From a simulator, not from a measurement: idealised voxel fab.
Title: Process Module voxel wiring stack
235 nm wide, 5 nm square cells: that's cross-section cut.
Bands, listed from the top down, are how a cross-section gets written in this document; the cross-section itself is a grid of square cells, and a band is one or more rows of them.
Top height, bottom height, nm. Materials left to right, width each, nm. Single material + "edge to edge" = fills band edge to edge. "empty" = empty.
Heights are measured from 0, the level below which the as-received wafer is all one material; the lowest band has no bottom and continues downward, written as in "0 and below".
Width: "30 to 40" (first number = top row, second number = bottom row, same change from row to row of cells).
Where the words "remained unchanged" appear for a step, the cross-section shows no cell changed by that step; every cell remained as before.
Look at "Completely sealed voids" for the closed voids: empty spaces with no open path to the top, sized 8 cells or up. Each is width x height at distance, distance from the left edge, all nm.
Post-settings text on a step line: simulator's own remark regarding the step.
When a step includes a mask, the "overlay nm" setting on its line states how far to the right of its planned place that mask lay, and negative values state how far to the left.

HERE'S WHAT THE PLANNED PROCESS STEPS LOOK LIKE
- 1: RECEIVE,material Si
- 2: CONFORMAL_DEP,material SiO2,thk nm 10
- 3: CONFORMAL_DEP,material SiN,thk nm 5
- 4: DIRECTIONAL_DEP,material lowk,thk nm 20
- 5: DIRECTIONAL_DEP,material aC,thk nm 10
- 6: PATTERN,tone open,mask id METAL_1,material resist,width nm 20,pitch nm 45,thk nm 30,overlay nm 0
- 7: DIRECTIONAL_ETCH,etch materials aC,depth nm 10
- 8: STRIP,etch materials resist
- 9: DIRECTIONAL_ETCH,etch materials lowk,depth nm 20
- 10: DIRECTIONAL_ETCH,etch materials SiN,depth nm 5
- 11: STRIP,etch materials aC
- 12: CONFORMAL_DEP,material TiN,thk nm 5
- 13: FILL_DEP,material Ru,thk nm 5
- 14: CMP,height nm 35
- 15: CONFORMAL_DEP,material SiCN,thk nm 5
- 16: DIRECTIONAL_DEP,material lowk,thk nm 35
- 17: MASKED_ETCH,tone open,mask id METAL_2_HOLES,width nm 15,pitch nm 45,etch materials lowk,depth nm 35,overlay nm 0
- 18: DIRECTIONAL_DEP,material aC,thk nm 10
- 19: PATTERN,tone open,mask id METAL_2,material resist,width nm 20,pitch nm 45,thk nm 25,overlay nm 0
- 20: DIRECTIONAL_ETCH,etch materials aC,depth nm 10
- 21: STRIP,etch materials resist
- 22: DIRECTIONAL_ETCH,etch materials lowk,depth nm 20
- 23: DIRECTIONAL_ETCH,etch materials SiCN,depth nm 5
- 24: STRIP,etch materials aC
- 25: CONFORMAL_DEP,material TiN,thk nm 5
- 26: FILL_DEP,material Ru,thk nm 5
- 27: CMP,height nm 75
- 28: CONFORMAL_DEP,material SiCN,thk nm 5

RECEIVED-STATE CROSS-SECTION, REFLECTING COMPLETION OF STEP 1
    0 and below: Si edge to edge
    Completely sealed voids: none

THIS IS HOW THE WAFER LOOKS IN CROSS-SECTION ONCE THE MODULE IS DONE, GIVEN THE STARTING STATE AND PLAN ABOVE AND ONE MISTAKE IN CARRYING THE PLAN OUT
    80 down to 75: SiCN edge to edge
    75 down to 60: lowk: 85 | TiN: 5 | Ru: 10 | TiN: 5 | lowk: 25 | TiN: 5 | Ru: 10 | TiN: 5 | lowk: 85
    60 down to 55: lowk: 85 | TiN: 5 | Ru: 5 | TiN: 10 | lowk: 25 | TiN: 5 | Ru: 5 | TiN: 10 | lowk: 85
    55 down to 40: lowk: 85 | TiN: 5 | Ru: 5 | TiN: 5 | lowk: 30 | TiN: 5 | Ru: 5 | TiN: 5 | lowk: 90
    40 down to 35: SiCN: 85 | TiN: 15 | SiCN: 30 | TiN: 15 | SiCN: 90
    35 down to 20: lowk: 85 | TiN: 5 | Ru: 10 | TiN: 5 | lowk: 25 | TiN: 5 | Ru: 10 | TiN: 5 | lowk: 85
    20 down to 15: lowk: 85 | TiN: 20 | lowk: 25 | TiN: 20 | lowk: 85
    15 down to 0: SiO2 edge to edge
    0 and below: Si edge to edge
    Completely sealed voids: none
Want to know what went wrong? step 3 did not happen as planned, as run it was CONFORMAL_DEP,material SiO2,thk nm 5
